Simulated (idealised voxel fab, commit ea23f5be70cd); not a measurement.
The following process module bears the name voxel spacer lines.
Section shown: cut. Width: 180 nm. Cell size: 5 nm, square.
A cross-section is a grid of square cells, given in bands from the top down. A band is one or more rows of cells.
Top, bottom (nm), then materials left to right with widths (nm); lone material tagged "throughout" fills the whole band edge to edge; "blank" = empty space.
For the purposes of this specification, 0 denotes the height below which the wafer in its as-received condition is composed wholly of one material, and the lowermost band, lacking a lower limit, extends downward without end, as expressed in "0 nm and below".
Width spec "30..40" -> top row of cells at first value, bottom row at second value, equal per-row change in between.
The cross-section has no changed cell in any step marked "everything unchanged".
In the "Closed cavity list" entry, you get each enclosed empty space of 8 cells or more, one with no open way to the top, written width x height at distance, distance from the left edge, in nm.
The remark found on a step's line after its settings is issued by the simulator itself and pertains to that step.
Steps that use a mask can have "overlay nm" on their line. It says how far the mask sat to the right of where it was meant to be. Negative means to the left.

Process steps (planned):
step 1: RECEIVE,material Si
step 2: CONFORMAL_DEP,material Al2O3,thk nm 5
step 3: DIRECTIONAL_DEP,material W,thk nm 10
step 4: DIRECTIONAL_DEP,material aC,thk nm 30
step 5: PATTERN,tone cover,mask id MANDREL,material resist,width nm 15,pitch nm 50,thk nm 35,overlay nm -15
step 6: DIRECTIONAL_ETCH,etch materials aC,depth nm 30
step 7: STRIP,etch materials resist
step 8: CONFORMAL_DEP,material SiO2,thk nm 10
step 9: DIRECTIONAL_ETCH,etch materials SiO2,depth nm 10
step 10: STRIP,etch materials aC
step 11: DIRECTIONAL_ETCH,etch materials W,depth nm 10
step 12: STRIP,etch materials SiO2
step 13: FILL_DEP,material lowk,thk nm 10
step 14: CMP,height nm 15
The wafers are alike at the start. At step 5, their overlay nm differs. The plan lists the first wafer's value.

First of several wafers (as received, post step 1), cross-sectional view:
	0 nm and below = Si throughout
	Closed cavity list: none

Per wafer, end of module: cells gained (+) or lost (-) per material since receipt, then closed voids:
overlay nm -15; +36 Al2O3; +24 W; +48 lowk; Closed cavity list: none
overlay nm -10; +36 Al2O3; +24 W; +48 lowk; Closed cavity list: none
overlay nm -5; +36 Al2O3; +24 W; +48 lowk; Closed cavity list: none
overlay nm 0; +36 Al2O3; +24 W; +48 lowk; Closed cavity list: none
overlay nm 5; +36 Al2O3; +24 W; +48 lowk; Closed cavity list: none
overlay nm 10; +36 Al2O3; +24 W; +48 lowk; Closed cavity list: none
overlay nm 15; +36 Al2O3; +24 W; +48 lowk; Closed cavity list: none
